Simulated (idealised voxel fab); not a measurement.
process module | voxel released beams
cross-section cut | 210 nm wide | cells 5 nm
A cross-section is a grid of square cells, given in bands from the top down. A band is one or more rows of cells.
Each band's line starts with the height of the band's top and of its bottom, in nm. Then come its materials from left to right, each with its width in nm. One material with "throughout" fills the band from edge to edge. "air" is empty space.
Height 0 is the level under which the wafer as received is all one material. The lowest band goes on downwards, as in "0 down".
A width such as "30 to 40" changes by the same amount from each row of cells to the next, from the band's top row to its bottom row.
"no change" after a step means that no cell of the cross-section changed.
closed voids: empty space of 8 cells or more with no open way to the top, each as width x height at its distance from the left edge, in nm
after a step's settings: what the simulator itself notes on the step
overlay nm, on a step with a mask: how far to the right of its planned place the mask lay; to the left if negative
plan
1 op RECEIVE | material Si
2 op CONFORMAL_DEP | material SiN | thk nm 5
3 op DIRECTIONAL_DEP | material SiO2 | thk nm 10
4 op DIRECTIONAL_DEP | material aC | thk nm 15
5 op PATTERN | tone open | mask id ANCHOR | material resist | width nm 35 | thk nm 35 | overlay nm 0
6 op DIRECTIONAL_ETCH | etch materials aC | depth nm 15
7 op STRIP | etch materials resist
8 op DIRECTIONAL_ETCH | etch materials SiO2 | depth nm 10
9 op STRIP | etch materials aC
10 op CONFORMAL_DEP | material W | thk nm 15
11 op DIRECTIONAL_DEP | material aC | thk nm 15
12 op PATTERN | tone cover | mask id BEAM | material resist | width nm 120 | thk nm 30 | overlay nm 0
13 op DIRECTIONAL_ETCH | etch materials aC | depth nm 15
14 op STRIP | etch materials resist
15 op DIRECTIONAL_ETCH | etch materials W | depth nm 15
16 op STRIP | etch materials aC
17 op STRIP | etch materials SiO2
first wafer, as planned
as received, after step 1
  0 down: Si throughout
  closed voids: none
after step 2
  5 to 0: SiN throughout
  below 0: unchanged
after step 3
  15 to 5: SiO2 throughout
  below 5: unchanged
after step 4
  30 to 15: aC throughout
  below 15: unchanged
after step 5
  65 to 30: resist 45 | air 35 | resist 130
  below 30: unchanged
after step 6
  50 to 30: resist 45 | air 35 | resist 130
  30 to 15: aC 45 | air 35 | aC 130
  below 15: unchanged
after step 7
  30 to 15: aC 45 | air 35 | aC 130
  below 15: unchanged
after step 8
  30 to 15: aC 45 | air 35 | aC 130
  15 to 5: SiO2 45 | air 35 | SiO2 130
  below 5: unchanged
after step 9
  15 to 5: SiO2 45 | air 35 | SiO2 130
  below 5: unchanged
after step 10
  30 to 20: W 60 | air 5 | W 145
  20 to 15: W throughout
  15 to 5: SiO2 45 | W 35 | SiO2 130
  below 5: unchanged
after step 11
  45 to 35: aC 60 | air 5 | aC 145
  35 to 30: aC throughout
  30 to 20: W 60 | aC 5 | W 145
  below 20: unchanged
after step 12
  75 to 45: air 40 | resist 120 | air 50
  45 to 35: aC 60 | resist 5 | aC 145
  below 35: unchanged
after step 13
  60 to 45: air 40 | resist 120 | air 50
  45 to 35: air 40 | aC 20 | resist 5 | aC 95 | air 50
  35 to 30: air 40 | aC 120 | air 50
  below 30: unchanged
after step 14
  45 to 35: air 40 | aC 20 | air 5 | aC 95 | air 50
  below 35: unchanged
after step 15
  45 to 35: air 40 | aC 20 | air 5 | aC 95 | air 50
  35 to 30: air 40 | aC 120 | air 50
  30 to 20: air 40 | W 20 | aC 5 | W 95 | air 50
  20 to 15: air 40 | W 120 | air 50
  below 15: unchanged
after step 16
  30 to 20: air 40 | W 20 | air 5 | W 95 | air 50
  below 20: unchanged
after step 17
  30 to 20: air 40 | W 20 | air 5 | W 95 | air 50
  20 to 15: air 40 | W 120 | air 50
  15 to 5: air 45 | W 35 | air 130
  below 5: unchanged
second wafer: like start, like plan, one mistake. Through step 9 it matches the first wafer
when step 10 should have ended
  45 to 15: W throughout
  15 to 5: SiO2 45 | W 35 | SiO2 130
  below 5: unchanged
when step 11 should have ended
  60 to 45: aC throughout
  below 45: unchanged
when step 12 should have ended
  90 to 60: air 40 | resist 120 | air 50
  below 60: unchanged
when step 13 should have ended
  75 to 60: air 40 | resist 120 | air 50
  60 to 45: air 40 | aC 120 | air 50
  below 45: unchanged
when step 14 should have ended
  60 to 45: air 40 | aC 120 | air 50
  below 45: unchanged
when step 15 should have ended
  60 to 45: air 40 | aC 120 | air 50
  45 to 30: air 40 | W 120 | air 50
  below 30: unchanged
when step 16 should have ended
  45 to 30: air 40 | W 120 | air 50
  below 30: unchanged
when step 17 should have ended: no change
what went wrong: step 10 was run twice
at the end the second wafer has, in cells: 70 more of SiO2 | 128 more of W
